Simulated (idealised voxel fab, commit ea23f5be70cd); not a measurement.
process module | voxel released beams
cross-section cut | 240 nm wide | cells 5 nm
A cross-section is a grid of square cells, given in bands from the top down. A band is one or more rows of cells.
Each band's line starts with the height of the band's top and of its bottom, in nm. Then come its materials from left to right, each with its width in nm. One material with "throughout" fills the band from edge to edge. "air" is empty space.
Height 0 is the level under which the wafer as received is all one material. The lowest band goes on downwards, as in "0 down".
A width such as "30 to 40" changes by the same amount from each row of cells to the next, from the band's top row to its bottom row.
"no change" after a step means that no cell of the cross-section changed.
closed voids: empty space of 8 cells or more with no open way to the top, each as width x height at its distance from the left edge, in nm
after a step's settings: what the simulator itself notes on the step
overlay nm, on a step with a mask: how far to the right of its planned place the mask lay; to the left if negative
plan
1 op RECEIVE | material Si
2 op CONFORMAL_DEP | material SiN | thk nm 5
3 op DIRECTIONAL_DEP | material SiO2 | thk nm 15
4 op PATTERN | tone open | mask id ANCHOR | material resist | width nm 40 | thk nm 15 | overlay nm 0
5 op DIRECTIONAL_ETCH | etch materials SiO2 | depth nm 15
6 op STRIP | etch materials resist
7 op CONFORMAL_DEP | material TiN | thk nm 15
8 op MASKED_ETCH | tone cover | mask id BEAM | width nm 85 | etch materials TiN | depth nm 15 | overlay nm 0
9 op STRIP | etch materials SiO2
first wafer, as planned
as received, after step 1
  0 down: Si throughout
  closed voids: none
after step 2
  5 to 0: SiN throughout
  below 0: unchanged
after step 3
  20 to 5: SiO2 throughout
  below 5: unchanged
after step 4
  35 to 20: resist 80 | air 40 | resist 120
  below 20: unchanged
after step 5
  35 to 20: resist 80 | air 40 | resist 120
  20 to 5: SiO2 80 | air 40 | SiO2 120
  below 5: unchanged
after step 6
  20 to 5: SiO2 80 | air 40 | SiO2 120
  below 5: unchanged
after step 7
  35 to 20: TiN 95 | air 10 | TiN 135
  20 to 5: SiO2 80 | TiN 40 | SiO2 120
  below 5: unchanged
after step 8
  35 to 20: air 75 | TiN 20 | air 10 | TiN 55 | air 80
  below 20: unchanged
after step 9
  35 to 20: air 75 | TiN 20 | air 10 | TiN 55 | air 80
  20 to 5: air 80 | TiN 40 | air 120
  below 5: unchanged
second wafer: like start, like plan, one mistake. Through step 5 it matches the first wafer
when step 6 should have ended
  0 down: Si throughout
when step 7 should have ended
  15 to 0: TiN throughout
  below 0: unchanged
when step 8 should have ended
  15 to 0: air 75 | TiN 85 | air 80
  below 0: unchanged
when step 9 should have ended: no change
what went wrong: step 6 ran as: op STRIP | etch materials SiN
at the end the second wafer has, in cells: 48 fewer of SiN | 18 fewer of TiN
